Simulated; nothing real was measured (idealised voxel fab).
Module name: voxel capacitor over wiring (process module)
Square cells of 5 nm make up the cross-section cut, whose width is 165 nm.
Cross-sections here: square-cell grids, written as top-down lists of bands, a band being one or more rows of cells. The band entry comprises the height of the band's top followed by the height of its bottom, expressed in nm, and subsequently the band's materials from left to right, each stated together with its width in nm. Where a single material is marked with the word "all across", that material fills the band from edge to edge. The word "air" represents empty space. We count height from 0. Below that, the starting wafer is all one material. The lowest band never ends at the bottom but goes on down; see "0 -> down" for how that is written. Width: "30->40" (first number = top row, second number = bottom row, same change from row to row of cells). For the purposes of this document, the phrase "no alterations made" attached to a step denotes that no cell within the cross-section was modified by that step. In "Non-vented voids" the enclosed voids are listed, meaning empty spaces of 8 cells or larger without any opening to the top. The form is width x height at distance, distance from the left edge, units nm. On each step's line, the part that comes after the settings is the simulator's own comment on the step. overlay nm: mask offset rightward from planned place, masked step; negative means leftward offset.
Plan:
1 RECEIVE (material Si)
2 CONFORMAL_DEP (material SiO2; thk nm 10)
3 DIRECTIONAL_DEP (material TiN; thk nm 5)
4 DIRECTIONAL_DEP (material W; thk nm 25)
5 PATTERN (tone cover; mask id METAL_1; material resist; width nm 30; pitch nm 90; thk nm 20; overlay nm 0)
6 DIRECTIONAL_ETCH (etch materials W; depth nm 25)
7 DIRECTIONAL_ETCH (etch materials TiN; depth nm 5)
8 STRIP (etch materials resist)
9 FILL_DEP (material lowk; thk nm 10)
10 CMP (height nm 40)
11 CONFORMAL_DEP (material SiCN; thk nm 5)
12 DIRECTIONAL_DEP (material lowk; thk nm 10)
13 MASKED_ETCH (tone open; mask id PLUG_1; width nm 15; etch materials lowk; depth nm 10; overlay nm 0)
14 MASKED_ETCH (tone open; mask id PLUG_1; width nm 15; etch materials SiCN; depth nm 5; overlay nm 0)
15 CONFORMAL_DEP (material TiN; thk nm 5)
16 FILL_DEP (material Ru; thk nm 5)
17 CMP (height nm 55)
18 DIRECTIONAL_DEP (material TiN; thk nm 10)
19 DIRECTIONAL_DEP (material SiN; thk nm 5)
20 DIRECTIONAL_DEP (material TiN; thk nm 10)
21 DIRECTIONAL_DEP (material aC; thk nm 15)
22 PATTERN (tone cover; mask id UPPER_PLATE; material resist; width nm 65; thk nm 35; overlay nm 0)
23 DIRECTIONAL_ETCH (etch materials aC; depth nm 15)
24 STRIP (etch materials resist)
25 DIRECTIONAL_ETCH (etch materials TiN; depth nm 10)
26 DIRECTIONAL_ETCH (etch materials SiN; depth nm 5)
27 STRIP (etch materials aC)
28 MASKED_ETCH (tone cover; mask id LOWER_PLATE; width nm 75; etch materials TiN; depth nm 10; overlay nm 0)
29 FILL_DEP (material SiO2; thk nm 20)
30 CMP (height nm 95)
31 PATTERN (tone open; mask id PLUG_2; material resist; width nm 15; thk nm 20; overlay nm 0)
32 DIRECTIONAL_ETCH (etch materials SiO2; depth nm 15)
33 STRIP (etch materials resist)
34 CONFORMAL_DEP (material TiN; thk nm 5)
35 FILL_DEP (material Ru; thk nm 10)
36 CMP (height nm 95)
37 CONFORMAL_DEP (material SiN; thk nm 5)
Cross-section of the incoming wafer, state after step 1:
	0 -> down  Si all across
	Non-vented voids: none
Run as planned - first of the two wafers cross-sectioned at the end of the module:
	100 -> 95  SiN all across
	95 -> 85  45 of SiO2 | 5 of TiN | 5 of Ru | 5 of TiN | 105 of SiO2
	85 -> 80  45 of SiO2 | 15 of TiN | 105 of SiO2
	80 -> 70  35 of SiO2 | 65 of TiN | 65 of SiO2
	70 -> 65  35 of SiO2 | 65 of SiN | 65 of SiO2
	65 -> 55  30 of SiO2 | 75 of TiN | 60 of SiO2
	55 -> 45  35 of lowk | 5 of TiN | 5 of Ru | 5 of TiN | 115 of lowk
	45 -> 40  35 of SiCN | 15 of TiN | 115 of SiCN
	40 -> 15  20 of lowk | 30 of W | 60 of lowk | 30 of W | 25 of lowk
	15 -> 10  20 of lowk | 30 of TiN | 60 of lowk | 30 of TiN | 25 of lowk
	10 -> 0  SiO2 all across
	0 -> down  Si all across
	Non-vented voids: none
Cross-sectional view of the second of two wafers upon completion of the module. This wafer shared its starting condition and process plan with the first; one error was made during its execution:
	100 -> 95  SiN all across
	95 -> 85  45 of SiO2 | 5 of TiN | 5 of Ru | 5 of TiN | 105 of SiO2
	85 -> 80  45 of SiO2 | 15 of TiN | 105 of SiO2
	80 -> 70  35 of SiO2 | 65 of TiN | 65 of SiO2
	70 -> 65  35 of SiO2 | 65 of SiN | 65 of SiO2
	65 -> 55  30 of SiO2 | 75 of TiN | 60 of SiO2
	55 -> 50  Ru all across
	50 -> 45  40 of TiN | 5 of Ru | 120 of TiN
	45 -> 40  35 of SiCN | 15 of TiN | 115 of SiCN
	40 -> 15  20 of lowk | 30 of W | 60 of lowk | 30 of W | 25 of lowk
	15 -> 10  20 of lowk | 30 of TiN | 60 of lowk | 30 of TiN | 25 of lowk
	10 -> 0  SiO2 all across
	0 -> down  Si all across
	Non-vented voids: none
Where did the run depart from the plan? step 12 of the plan was excluded from execution and never run
Wafer comparison, final, in cells, second relative to first, materials more or fewer: Ru: 32 more | TiN: 28 more | lowk: 60 fewer
